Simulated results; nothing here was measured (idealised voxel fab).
A process module follows: voxel wiring stack.
Cross-sectional view cut (width: 255 nm; square cell size: 5 nm).
Just so we're on the same page, the cross-sections are grids of square cells, and they're listed out in bands top to bottom, each band one or more rows deep.
Per band: top height and bottom height in nm, followed by the left-to-right materials and their widths in nm; "all across" marks a single material spanning edge to edge, "air" marks empty space.
Beneath 0, the wafer as received is one material, and that level is where height counting begins. The lowest band goes on downward without a bottom; it is written like "0 -> down".
A width such as "30..40" changes by the same amount from each row of cells to the next, from the band's top row to its bottom row.
Reading "nothing was modified" for a step: not a cell of the cross-section changed in it.
The label "Closed cavities" introduces a list of the empty spaces, 8 cells or larger, that have no open way up to the top; each entry in it reads width x height at distance, where the distance is taken from the left edge and all three are stated in nm.
Note: text after step settings on the step line = simulator remark on that step.
The optional step-line setting "overlay nm" applies to steps with a mask and quantifies how far to the right of its planned location the mask lay, a negative value indicating leftward placement.
Below is the list of planned process steps
1,RECEIVE with material Si
2,CONFORMAL_DEP with material SiO2, thk nm 15
3,CONFORMAL_DEP with material SiN, thk nm 5
4,DIRECTIONAL_DEP with material lowk, thk nm 25
5,MASKED_ETCH with tone open, mask id METAL_1, width nm 30, pitch nm 50, etch materials lowk, depth nm 25, overlay nm 0
6,MASKED_ETCH with tone open, mask id METAL_1, width nm 30, pitch nm 50, etch materials SiN, depth nm 5, overlay nm 0
7,CONFORMAL_DEP with material TiN, thk nm 5
8,FILL_DEP with material Cu, thk nm 10
9,CMP with height nm 45
10,CONFORMAL_DEP with material SiCN, thk nm 5
11,DIRECTIONAL_DEP with material SiO2, thk nm 25
12,MASKED_ETCH with tone open, mask id METAL_2_HOLES, width nm 15, pitch nm 50, etch materials SiO2, depth nm 25, overlay nm 0
13,MASKED_ETCH with tone open, mask id METAL_2, width nm 30, pitch nm 50, etch materials SiO2, depth nm 15, overlay nm 0
14,MASKED_ETCH with tone open, mask id METAL_2, width nm 30, pitch nm 50, etch materials SiCN, depth nm 5, overlay nm 0
15,CONFORMAL_DEP with material TiN, thk nm 5
16,FILL_DEP with material Cu, thk nm 10
17,CMP with height nm 75
18,CONFORMAL_DEP with material SiCN, thk nm 5
19,DIRECTIONAL_DEP with material lowk, thk nm 30
20,MASKED_ETCH with tone open, mask id METAL_3, width nm 30, pitch nm 50, etch materials lowk, depth nm 15, overlay nm 0
21,MASKED_ETCH with tone open, mask id METAL_3_HOLES, width nm 15, pitch nm 50, etch materials lowk, depth nm 15, overlay nm 0
22,MASKED_ETCH with tone open, mask id METAL_3_HOLES, width nm 15, pitch nm 50, etch materials SiCN, depth nm 5, overlay nm 0
23,CONFORMAL_DEP with material TiN, thk nm 5
24,FILL_DEP with material Cu, thk nm 5
25,CMP with height nm 110
26,CONFORMAL_DEP with material SiN, thk nm 5
First of two wafers: run as planned
Cross-section of the wafer as it came to us, i.e., already through step 1
* 0 -> down: Si all across
* Closed cavities: none
Sectional view: wafer, after step 2
* 15 -> 0: SiO2 all across
* Everything below 0 is unchanged.
Sectional view: wafer, after step 3
* 20 -> 15: SiN all across
* Everything below 15 is unchanged.
Sectional view: wafer, after step 4
* 45 -> 20: lowk all across
* Everything below 20 is unchanged.
Sectional view: wafer, after step 5
* 45 -> 20: lowk (35) / air (30) / lowk (20) / air (30) / lowk (20) / air (30) / lowk (20) / air (30) / lowk (40)
* Everything below 20 is unchanged.
Sectional view: wafer, after step 6
* 45 -> 20: lowk (35) / air (30) / lowk (20) / air (30) / lowk (20) / air (30) / lowk (20) / air (30) / lowk (40)
* 20 -> 15: SiN (35) / air (30) / SiN (20) / air (30) / SiN (20) / air (30) / SiN (20) / air (30) / SiN (40)
* Everything below 15 is unchanged.
Sectional view: wafer, after step 7
* 50 -> 45: TiN (40) / air (20) / TiN (30) / air (20) / TiN (30) / air (20) / TiN (30) / air (20) / TiN (45)
* 45 -> 20: lowk (35) / TiN (5) / air (20) / TiN (5) / lowk (20) / TiN (5) / air (20) / TiN (5) / lowk (20) / TiN (5) / air (20) / TiN (5) / lowk (20) / TiN (5) / air (20) / TiN (5) / lowk (40)
* 20 -> 15: SiN (35) / TiN (30) / SiN (20) / TiN (30) / SiN (20) / TiN (30) / SiN (20) / TiN (30) / SiN (40)
* Everything below 15 is unchanged.
Sectional view: wafer, after step 8
* 60 -> 50: Cu all across
* 50 -> 45: TiN (40) / Cu (20) / TiN (30) / Cu (20) / TiN (30) / Cu (20) / TiN (30) / Cu (20) / TiN (45)
* 45 -> 20: lowk (35) / TiN (5) / Cu (20) / TiN (5) / lowk (20) / TiN (5) / Cu (20) / TiN (5) / lowk (20) / TiN (5) / Cu (20) / TiN (5) / lowk (20) / TiN (5) / Cu (20) / TiN (5) / lowk (40)
* Everything below 20 is unchanged.
Sectional view: wafer, after step 9
* 45 -> 20: lowk (35) / TiN (5) / Cu (20) / TiN (5) / lowk (20) / TiN (5) / Cu (20) / TiN (5) / lowk (20) / TiN (5) / Cu (20) / TiN (5) / lowk (20) / TiN (5) / Cu (20) / TiN (5) / lowk (40)
* Everything below 20 is unchanged.
Sectional view: wafer, after step 10
* 50 -> 45: SiCN all across
* Everything below 45 is unchanged.
Sectional view: wafer, after step 11
* 75 -> 50: SiO2 all across
* Everything below 50 is unchanged.
Sectional view: wafer, after step 12
* 75 -> 50: SiO2 (35) / air (15) / SiO2 (35) / air (15) / SiO2 (35) / air (15) / SiO2 (35) / air (15) / SiO2 (55)
* Everything below 50 is unchanged.
Sectional view: wafer, after step 13
* 75 -> 60: SiO2 (35) / air (30) / SiO2 (20) / air (30) / SiO2 (20) / air (30) / SiO2 (20) / air (30) / SiO2 (40)
* Everything below 60 is unchanged.
Sectional view: wafer, after step 14
* 75 -> 60: SiO2 (35) / air (30) / SiO2 (20) / air (30) / SiO2 (20) / air (30) / SiO2 (20) / air (30) / SiO2 (40)
* 60 -> 50: SiO2 (35) / air (15) / SiO2 (35) / air (15) / SiO2 (35) / air (15) / SiO2 (35) / air (15) / SiO2 (55)
* 50 -> 45: SiCN (35) / air (15) / SiCN (35) / air (15) / SiCN (35) / air (15) / SiCN (35) / air (15) / SiCN (55)
* Everything below 45 is unchanged.
Sectional view: wafer, after step 15
* 80 -> 75: TiN (40) / air (20) / TiN (30) / air (20) / TiN (30) / air (20) / TiN (30) / air (20) / TiN (45)
* 75 -> 65: SiO2 (35) / TiN (5) / air (20) / TiN (5) / SiO2 (20) / TiN (5) / air (20) / TiN (5) / SiO2 (20) / TiN (5) / air (20) / TiN (5) / SiO2 (20) / TiN (5) / air (20) / TiN (5) / SiO2 (40)
* 65 -> 60: SiO2 (35) / TiN (5) / air (5) / TiN (20) / SiO2 (20) / TiN (5) / air (5) / TiN (20) / SiO2 (20) / TiN (5) / air (5) / TiN (20) / SiO2 (20) / TiN (5) / air (5) / TiN (20) / SiO2 (40)
* 60 -> 50: SiO2 (35) / TiN (5) / air (5) / TiN (5) / SiO2 (35) / TiN (5) / air (5) / TiN (5) / SiO2 (35) / TiN (5) / air (5) / TiN (5) / SiO2 (35) / TiN (5) / air (5) / TiN (5) / SiO2 (55)
* 50 -> 45: SiCN (35) / TiN (15) / SiCN (35) / TiN (15) / SiCN (35) / TiN (15) / SiCN (35) / TiN (15) / SiCN (55)
* Everything below 45 is unchanged.
Sectional view: wafer, after step 16
* 90 -> 80: Cu all across
* 80 -> 75: TiN (40) / Cu (20) / TiN (30) / Cu (20) / TiN (30) / Cu (20) / TiN (30) / Cu (20) / TiN (45)
* 75 -> 65: SiO2 (35) / TiN (5) / Cu (20) / TiN (5) / SiO2 (20) / TiN (5) / Cu (20) / TiN (5) / SiO2 (20) / TiN (5) / Cu (20) / TiN (5) / SiO2 (20) / TiN (5) / Cu (20) / TiN (5) / SiO2 (40)
* 65 -> 60: SiO2 (35) / TiN (5) / Cu (5) / TiN (20) / SiO2 (20) / TiN (5) / Cu (5) / TiN (20) / SiO2 (20) / TiN (5) / Cu (5) / TiN (20) / SiO2 (20) / TiN (5) / Cu (5) / TiN (20) / SiO2 (40)
* 60 -> 50: SiO2 (35) / TiN (5) / Cu (5) / TiN (5) / SiO2 (35) / TiN (5) / Cu (5) / TiN (5) / SiO2 (35) / TiN (5) / Cu (5) / TiN (5) / SiO2 (35) / TiN (5) / Cu (5) / TiN (5) / SiO2 (55)
* Everything below 50 is unchanged.
Sectional view: wafer, after step 17
* 75 -> 65: SiO2 (35) / TiN (5) / Cu (20) / TiN (5) / SiO2 (20) / TiN (5) / Cu (20) / TiN (5) / SiO2 (20) / TiN (5) / Cu (20) / TiN (5) / SiO2 (20) / TiN (5) / Cu (20) / TiN (5) / SiO2 (40)
* Everything below 65 is unchanged.
Sectional view: wafer, after step 18
* 80 -> 75: SiCN all across
* Everything below 75 is unchanged.
Sectional view: wafer, after step 19
* 110 -> 80: lowk all across
* Everything below 80 is unchanged.
Sectional view: wafer, after step 20
* 110 -> 95: lowk (35) / air (30) / lowk (20) / air (30) / lowk (20) / air (30) / lowk (20) / air (30) / lowk (40)
* Everything below 95 is unchanged.
Sectional view: wafer, after step 21
* 110 -> 95: lowk (35) / air (30) / lowk (20) / air (30) / lowk (20) / air (30) / lowk (20) / air (30) / lowk (40)
* 95 -> 80: lowk (35) / air (15) / lowk (35) / air (15) / lowk (35) / air (15) / lowk (35) / air (15) / lowk (55)
* Everything below 80 is unchanged.
Sectional view: wafer, after step 22
* 110 -> 95: lowk (35) / air (30) / lowk (20) / air (30) / lowk (20) / air (30) / lowk (20) / air (30) / lowk (40)
* 95 -> 80: lowk (35) / air (15) / lowk (35) / air (15) / lowk (35) / air (15) / lowk (35) / air (15) / lowk (55)
* 80 -> 75: SiCN (35) / air (15) / SiCN (35) / air (15) / SiCN (35) / air (15) / SiCN (35) / air (15) / SiCN (55)
* Everything below 75 is unchanged.
Sectional view: wafer, after step 23
* 115 -> 110: TiN (40) / air (20) / TiN (30) / air (20) / TiN (30) / air (20) / TiN (30) / air (20) / TiN (45)
* 110 -> 100: lowk (35) / TiN (5) / air (20) / TiN (5) / lowk (20) / TiN (5) / air (20) / TiN (5) / lowk (20) / TiN (5) / air (20) / TiN (5) / lowk (20) / TiN (5) / air (20) / TiN (5) / lowk (40)
* 100 -> 95: lowk (35) / TiN (5) / air (5) / TiN (20) / lowk (20) / TiN (5) / air (5) / TiN (20) / lowk (20) / TiN (5) / air (5) / TiN (20) / lowk (20) / TiN (5) / air (5) / TiN (20) / lowk (40)
* 95 -> 80: lowk (35) / TiN (5) / air (5) / TiN (5) / lowk (35) / TiN (5) / air (5) / TiN (5) / lowk (35) / TiN (5) / air (5) / TiN (5) / lowk (35) / TiN (5) / air (5) / TiN (5) / lowk (55)
* 80 -> 75: SiCN (35) / TiN (15) / SiCN (35) / TiN (15) / SiCN (35) / TiN (15) / SiCN (35) / TiN (15) / SiCN (55)
* Everything below 75 is unchanged.
Sectional view: wafer, after step 24
* 120 -> 115: Cu all across
* 115 -> 110: TiN (40) / Cu (20) / TiN (30) / Cu (20) / TiN (30) / Cu (20) / TiN (30) / Cu (20) / TiN (45)
* 110 -> 100: lowk (35) / TiN (5) / Cu (20) / TiN (5) / lowk (20) / TiN (5) / Cu (20) / TiN (5) / lowk (20) / TiN (5) / Cu (20) / TiN (5) / lowk (20) / TiN (5) / Cu (20) / TiN (5) / lowk (40)
* 100 -> 95: lowk (35) / TiN (5) / Cu (5) / TiN (20) / lowk (20) / TiN (5) / Cu (5) / TiN (20) / lowk (20) / TiN (5) / Cu (5) / TiN (20) / lowk (20) / TiN (5) / Cu (5) / TiN (20) / lowk (40)
* 95 -> 80: lowk (35) / TiN (5) / Cu (5) / TiN (5) / lowk (35) / TiN (5) / Cu (5) / TiN (5) / lowk (35) / TiN (5) / Cu (5) / TiN (5) / lowk (35) / TiN (5) / Cu (5) / TiN (5) / lowk (55)
* Everything below 80 is unchanged.
Sectional view: wafer, after step 25
* 110 -> 100: lowk (35) / TiN (5) / Cu (20) / TiN (5) / lowk (20) / TiN (5) / Cu (20) / TiN (5) / lowk (20) / TiN (5) / Cu (20) / TiN (5) / lowk (20) / TiN (5) / Cu (20) / TiN (5) / lowk (40)
* Everything below 100 is unchanged.
Sectional view: wafer, after step 26
* 115 -> 110: SiN all across
* Everything below 110 is unchanged.
Second wafer - shared start and plan with the first - one error in running - same as the first up to step 11 inclusive
Here is the second wafer in cross-section at the point where step 12 of the plan should have been done
* 75 -> 50: air (35) / SiO2 (15) / air (35) / SiO2 (15) / air (35) / SiO2 (15) / air (35) / SiO2 (15) / air (55)
* Everything below 50 is unchanged.
Here is the second wafer in cross-section at the point where step 13 of the plan should have been done
* 60 -> 50: air (35) / SiO2 (15) / air (35) / SiO2 (15) / air (35) / SiO2 (15) / air (35) / SiO2 (15) / air (55)
* Everything below 50 is unchanged.
Here is the second wafer in cross-section at the point where step 14 of the plan should have been done
* 60 -> 50: air (35) / SiO2 (15) / air (35) / SiO2 (15) / air (35) / SiO2 (15) / air (35) / SiO2 (15) / air (55)
* 50 -> 45: SiCN (50) / air (15) / SiCN (35) / air (15) / SiCN (35) / air (15) / SiCN (35) / air (15) / SiCN (40)
* Everything below 45 is unchanged.
Here is the second wafer in cross-section at the point where step 15 of the plan should have been done
* 65 -> 60: air (30) / TiN (25) / air (25) / TiN (25) / air (25) / TiN (25) / air (25) / TiN (25) / air (50)
* 60 -> 55: air (30) / TiN (5) / SiO2 (15) / TiN (5) / air (25) / TiN (5) / SiO2 (15) / TiN (5) / air (25) / TiN (5) / SiO2 (15) / TiN (5) / air (25) / TiN (5) / SiO2 (15) / TiN (5) / air (50)
* 55 -> 50: TiN (35) / SiO2 (15) / TiN (5) / air (5) / TiN (25) / SiO2 (15) / TiN (5) / air (5) / TiN (25) / SiO2 (15) / TiN (5) / air (5) / TiN (25) / SiO2 (15) / TiN (5) / air (5) / TiN (45)
* 50 -> 45: SiCN (50) / TiN (15) / SiCN (35) / TiN (15) / SiCN (35) / TiN (15) / SiCN (35) / TiN (15) / SiCN (40)
* Everything below 45 is unchanged.
Here is the second wafer in cross-section at the point where step 16 of the plan should have been done
* 75 -> 65: Cu all across
* 65 -> 60: Cu (30) / TiN (25) / Cu (25) / TiN (25) / Cu (25) / TiN (25) / Cu (25) / TiN (25) / Cu (50)
* 60 -> 55: Cu (30) / TiN (5) / SiO2 (15) / TiN (5) / Cu (25) / TiN (5) / SiO2 (15) / TiN (5) / Cu (25) / TiN (5) / SiO2 (15) / TiN (5) / Cu (25) / TiN (5) / SiO2 (15) / TiN (5) / Cu (50)
* 55 -> 50: TiN (35) / SiO2 (15) / TiN (5) / Cu (5) / TiN (25) / SiO2 (15) / TiN (5) / Cu (5) / TiN (25) / SiO2 (15) / TiN (5) / Cu (5) / TiN (25) / SiO2 (15) / TiN (5) / Cu (5) / TiN (45)
* Everything below 50 is unchanged.
Here is the second wafer in cross-section at the point where step 17 of the plan should have been done: nothing was modified
Here is the second wafer in cross-section at the point where step 18 of the plan should have been done
* 80 -> 75: SiCN all across
* Everything below 75 is unchanged.
Here is the second wafer in cross-section at the point where step 19 of the plan should have been done
* 110 -> 80: lowk all across
* Everything below 80 is unchanged.
Here is the second wafer in cross-section at the point where step 20 of the plan should have been done
* 110 -> 95: lowk (35) / air (30) / lowk (20) / air (30) / lowk (20) / air (30) / lowk (20) / air (30) / lowk (40)
* Everything below 95 is unchanged.
Here is the second wafer in cross-section at the point where step 21 of the plan should have been done
* 110 -> 95: lowk (35) / air (30) / lowk (20) / air (30) / lowk (20) / air (30) / lowk (20) / air (30) / lowk (40)
* 95 -> 80: lowk (35) / air (15) / lowk (35) / air (15) / lowk (35) / air (15) / lowk (35) / air (15) / lowk (55)
* Everything below 80 is unchanged.
Here is the second wafer in cross-section at the point where step 22 of the plan should have been done
* 110 -> 95: lowk (35) / air (30) / lowk (20) / air (30) / lowk (20) / air (30) / lowk (20) / air (30) / lowk (40)
* 95 -> 80: lowk (35) / air (15) / lowk (35) / air (15) / lowk (35) / air (15) / lowk (35) / air (15) / lowk (55)
* 80 -> 75: SiCN (35) / air (15) / SiCN (35) / air (15) / SiCN (35) / air (15) / SiCN (35) / air (15) / SiCN (55)
* Everything below 75 is unchanged.
Here is the second wafer in cross-section at the point where step 23 of the plan should have been done
* 115 -> 110: TiN (40) / air (20) / TiN (30) / air (20) / TiN (30) / air (20) / TiN (30) / air (20) / TiN (45)
* 110 -> 100: lowk (35) / TiN (5) / air (20) / TiN (5) / lowk (20) / TiN (5) / air (20) / TiN (5) / lowk (20) / TiN (5) / air (20) / TiN (5) / lowk (20) / TiN (5) / air (20) / TiN (5) / lowk (40)
* 100 -> 95: lowk (35) / TiN (5) / air (5) / TiN (20) / lowk (20) / TiN (5) / air (5) / TiN (20) / lowk (20) / TiN (5) / air (5) / TiN (20) / lowk (20) / TiN (5) / air (5) / TiN (20) / lowk (40)
* 95 -> 80: lowk (35) / TiN (5) / air (5) / TiN (5) / lowk (35) / TiN (5) / air (5) / TiN (5) / lowk (35) / TiN (5) / air (5) / TiN (5) / lowk (35) / TiN (5) / air (5) / TiN (5) / lowk (55)
* 80 -> 75: SiCN (35) / TiN (15) / SiCN (35) / TiN (15) / SiCN (35) / TiN (15) / SiCN (35) / TiN (15) / SiCN (55)
* Everything below 75 is unchanged.
Here is the second wafer in cross-section at the point where step 24 of the plan should have been done
* 120 -> 115: Cu all across
* 115 -> 110: TiN (40) / Cu (20) / TiN (30) / Cu (20) / TiN (30) / Cu (20) / TiN (30) / Cu (20) / TiN (45)
* 110 -> 100: lowk (35) / TiN (5) / Cu (20) / TiN (5) / lowk (20) / TiN (5) / Cu (20) / TiN (5) / lowk (20) / TiN (5) / Cu (20) / TiN (5) / lowk (20) / TiN (5) / Cu (20) / TiN (5) / lowk (40)
* 100 -> 95: lowk (35) / TiN (5) / Cu (5) / TiN (20) / lowk (20) / TiN (5) / Cu (5) / TiN (20) / lowk (20) / TiN (5) / Cu (5) / TiN (20) / lowk (20) / TiN (5) / Cu (5) / TiN (20) / lowk (40)
* 95 -> 80: lowk (35) / TiN (5) / Cu (5) / TiN (5) / lowk (35) / TiN (5) / Cu (5) / TiN (5) / lowk (35) / TiN (5) / Cu (5) / TiN (5) / lowk (35) / TiN (5) / Cu (5) / TiN (5) / lowk (55)
* Everything below 80 is unchanged.
Here is the second wafer in cross-section at the point where step 25 of the plan should have been done
* 110 -> 100: lowk (35) / TiN (5) / Cu (20) / TiN (5) / lowk (20) / TiN (5) / Cu (20) / TiN (5) / lowk (20) / TiN (5) / Cu (20) / TiN (5) / lowk (20) / TiN (5) / Cu (20) / TiN (5) / lowk (40)
* Everything below 100 is unchanged.
Here is the second wafer in cross-section at the point where step 26 of the plan should have been done
* 115 -> 110: SiN all across
* Everything below 110 is unchanged.
What went wrong in running the wafer? step 12 was run on a setting that differed from the plan, and what really ran there is MASKED_ETCH with tone cover, mask id METAL_2_HOLES, width nm 15, pitch nm 50, etch materials SiO2, depth nm 25, overlay nm 0
At the finish, the second wafer shows more or fewer cells for some materials than the first does: +124 Cu; -135 SiO2; +11 TiN
